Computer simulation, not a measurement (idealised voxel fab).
process module | voxel trench capacitor
The width of the displayed cross-section, cut, is 275 nm; its cells are square, with a size of 5 nm.
Format of a cross-section: grid, square cells. Given as bands. Order: top down. Band: one or more rows of cells. Look at the band entry: it leads with the top's height and the bottom's height in nm. Then it lists the materials left to right, with a width in nm for each. The word "edge to edge" on a single material says that material fills the band edge to edge. The word "empty" is empty space. Heights are measured from 0, the level below which the as-received wafer is all one material; the lowest band has no bottom and continues downward, written as in "top 0, no bottom". The width entry "30 to 40" should be interpreted row by row: the top row of cells in the band takes the first number, the bottom row takes the second number, and the change between adjacent rows is uniform throughout. Step note "no modification" = no cross-section cell changed. Entry "Fully sealed cavities". Content: empty spaces with no open connection to the top, size 8 cells or greater. Each: width x height at distance. Distance: from left edge. Unit: nm. That trailing text on a step's line, after the settings, is the simulator's own remark on the step. On any step carrying a mask, the "overlay nm" setting, if present on the step's line, tells how far right of its planned place the mask lay; negative values point to the left.
So here's the lineup of process steps we planned:
- 1: RECEIVE (material Si)
- 2: CONFORMAL_DEP (material SiN; thk nm 5)
- 3: MASKED_ETCH (tone open; mask id TRENCH; width nm 20; pitch nm 35; etch materials SiN; depth nm 5; overlay nm 0)
- 4: MASKED_ETCH (tone open; mask id TRENCH; width nm 20; pitch nm 35; etch materials Si; depth nm 40; overlay nm 0)
- 5: CONFORMAL_DEP (material Al2O3; thk nm 5)
- 6: FILL_DEP (material polySi; thk nm 5)
- 7: CMP (height nm 5)
First of the two wafers, run per plan:
Shown in cross-section is the wafer as received, that is, as it stands after step 1:
  top 0, no bottom: Si edge to edge
  Fully sealed cavities: none
Wafer xsec, post step 2:
  top 5, bottom 0: SiN edge to edge
  Below 0 it's all the same as before, nothing changed down there.
Wafer xsec, post step 3:
  top 5, bottom 0: SiN 75  empty 20  SiN 15  empty 20  SiN 15  empty 20  SiN 15  empty 20  SiN 75
  Below 0 it's all the same as before, nothing changed down there.
Wafer xsec, post step 4:
  top 5, bottom 0: SiN 75  empty 20  SiN 15  empty 20  SiN 15  empty 20  SiN 15  empty 20  SiN 75
  top 0, bottom -40: Si 75  empty 20  Si 15  empty 20  Si 15  empty 20  Si 15  empty 20  Si 75
  Below -40 it's all the same as before, nothing changed down there.
Wafer xsec, post step 5:
  top 10, bottom 5: Al2O3 80  empty 10  Al2O3 25  empty 10  Al2O3 25  empty 10  Al2O3 25  empty 10  Al2O3 80
  top 5, bottom 0: SiN 75  Al2O3 5  empty 10  Al2O3 5  SiN 15  Al2O3 5  empty 10  Al2O3 5  SiN 15  Al2O3 5  empty 10  Al2O3 5  SiN 15  Al2O3 5  empty 10  Al2O3 5  SiN 75
  top 0, bottom -35: Si 75  Al2O3 5  empty 10  Al2O3 5  Si 15  Al2O3 5  empty 10  Al2O3 5  Si 15  Al2O3 5  empty 10  Al2O3 5  Si 15  Al2O3 5  empty 10  Al2O3 5  Si 75
  top -35, bottom -40: Si 75  Al2O3 20  Si 15  Al2O3 20  Si 15  Al2O3 20  Si 15  Al2O3 20  Si 75
  Below -40 it's all the same as before, nothing changed down there.
Wafer xsec, post step 6:
  top 15, bottom 10: polySi edge to edge
  top 10, bottom 5: Al2O3 80  polySi 10  Al2O3 25  polySi 10  Al2O3 25  polySi 10  Al2O3 25  polySi 10  Al2O3 80
  top 5, bottom 0: SiN 75  Al2O3 5  polySi 10  Al2O3 5  SiN 15  Al2O3 5  polySi 10  Al2O3 5  SiN 15  Al2O3 5  polySi 10  Al2O3 5  SiN 15  Al2O3 5  polySi 10  Al2O3 5  SiN 75
  top 0, bottom -35: Si 75  Al2O3 5  polySi 10  Al2O3 5  Si 15  Al2O3 5  polySi 10  Al2O3 5  Si 15  Al2O3 5  polySi 10  Al2O3 5  Si 15  Al2O3 5  polySi 10  Al2O3 5  Si 75
  Below -35 it's all the same as before, nothing changed down there.
Wafer xsec, post step 7:
  top 5, bottom 0: SiN 75  Al2O3 5  polySi 10  Al2O3 5  SiN 15  Al2O3 5  polySi 10  Al2O3 5  SiN 15  Al2O3 5  polySi 10  Al2O3 5  SiN 15  Al2O3 5  polySi 10  Al2O3 5  SiN 75
  Below 0 it's all the same as before, nothing changed down there.
Okay, second wafer. Nothing different at the start, nothing different in the plan, just one mistake somewhere in the running. As far as step 3, counting that step, it's the first wafer all over again:
Cross-sectional representation of the second wafer at the time designated in the plan for the completion of step 4:
  top 5, bottom 0: SiN 75  empty 20  SiN 15  empty 20  SiN 15  empty 20  SiN 15  empty 20  SiN 75
  top 0, bottom -80: Si 75  empty 20  Si 15  empty 20  Si 15  empty 20  Si 15  empty 20  Si 75
  Below -80 it's all the same as before, nothing changed down there.
Cross-sectional representation of the second wafer at the time designated in the plan for the completion of step 5:
  top 10, bottom 5: Al2O3 80  empty 10  Al2O3 25  empty 10  Al2O3 25  empty 10  Al2O3 25  empty 10  Al2O3 80
  top 5, bottom 0: SiN 75  Al2O3 5  empty 10  Al2O3 5  SiN 15  Al2O3 5  empty 10  Al2O3 5  SiN 15  Al2O3 5  empty 10  Al2O3 5  SiN 15  Al2O3 5  empty 10  Al2O3 5  SiN 75
  top 0, bottom -75: Si 75  Al2O3 5  empty 10  Al2O3 5  Si 15  Al2O3 5  empty 10  Al2O3 5  Si 15  Al2O3 5  empty 10  Al2O3 5  Si 15  Al2O3 5  empty 10  Al2O3 5  Si 75
  top -75, bottom -80: Si 75  Al2O3 20  Si 15  Al2O3 20  Si 15  Al2O3 20  Si 15  Al2O3 20  Si 75
  Below -80 it's all the same as before, nothing changed down there.
Cross-sectional representation of the second wafer at the time designated in the plan for the completion of step 6:
  top 15, bottom 10: polySi edge to edge
  top 10, bottom 5: Al2O3 80  polySi 10  Al2O3 25  polySi 10  Al2O3 25  polySi 10  Al2O3 25  polySi 10  Al2O3 80
  top 5, bottom 0: SiN 75  Al2O3 5  polySi 10  Al2O3 5  SiN 15  Al2O3 5  polySi 10  Al2O3 5  SiN 15  Al2O3 5  polySi 10  Al2O3 5  SiN 15  Al2O3 5  polySi 10  Al2O3 5  SiN 75
  top 0, bottom -75: Si 75  Al2O3 5  polySi 10  Al2O3 5  Si 15  Al2O3 5  polySi 10  Al2O3 5  Si 15  Al2O3 5  polySi 10  Al2O3 5  Si 15  Al2O3 5  polySi 10  Al2O3 5  Si 75
  Below -75 it's all the same as before, nothing changed down there.
Cross-sectional representation of the second wafer at the time designated in the plan for the completion of step 7:
  top 5, bottom 0: SiN 75  Al2O3 5  polySi 10  Al2O3 5  SiN 15  Al2O3 5  polySi 10  Al2O3 5  SiN 15  Al2O3 5  polySi 10  Al2O3 5  SiN 15  Al2O3 5  polySi 10  Al2O3 5  SiN 75
  Below 0 it's all the same as before, nothing changed down there.
what went wrong: twice over, step 4 of the plan was run
It is noted that, at the conclusion of processing, the second wafer exhibits a higher or lower cell count for certain materials relative to the first: Al2O3 +64; Si -128; polySi +64
